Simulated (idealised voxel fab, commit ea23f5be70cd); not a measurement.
process module | voxel self aligned contacts
cross-section cut | 300 nm wide | cells 5 nm
A cross-section is a grid of square cells, given in bands from the top down. A band is one or more rows of cells.
Each band's line starts with the height of the band's top and of its bottom, in nm. Then come its materials from left to right, each with its width in nm. One material with "throughout" fills the band from edge to edge. "air" is empty space.
Height 0 is the level under which the wafer as received is all one material. The lowest band goes on downwards, as in "0 down".
A width such as "30 to 40" changes by the same amount from each row of cells to the next, from the band's top row to its bottom row.
"no change" after a step means that no cell of the cross-section changed.
closed voids: empty space of 8 cells or more with no open way to the top, each as width x height at its distance from the left edge, in nm
after a step's settings: what the simulator itself notes on the step
overlay nm, on a step with a mask: how far to the right of its planned place the mask lay; to the left if negative
Each pair below shows a cross-section before one step and the cross-section after it, down to the lowest band that changed. The line under each pair gives the step between them, with its settings. The pairs can come from different runs of this module on the same starting wafer, so a pair continues from the pair above only where its "before" says so.
before
  50 to 45: W 90 | TiN 35 | SiO2 45 | TiN 35 | W 95
  45 to 25: W 90 | TiN 5 | SiN 45 | SiO2 15 | SiN 45 | TiN 5 | W 95
  25 to 5: W 90 | TiN 5 | SiN 5 | polySi 35 | SiN 5 | SiO2 15 | SiN 5 | polySi 35 | SiN 5 | TiN 5 | W 95
  5 to 0: TiN 95 | SiO2 105 | TiN 100
  0 down: Si throughout
  closed voids: none
after
  55 to 50: SiN throughout
  below 50: unchanged
  closed voids: none
the step between: op CONFORMAL_DEP | material SiN | thk nm 5
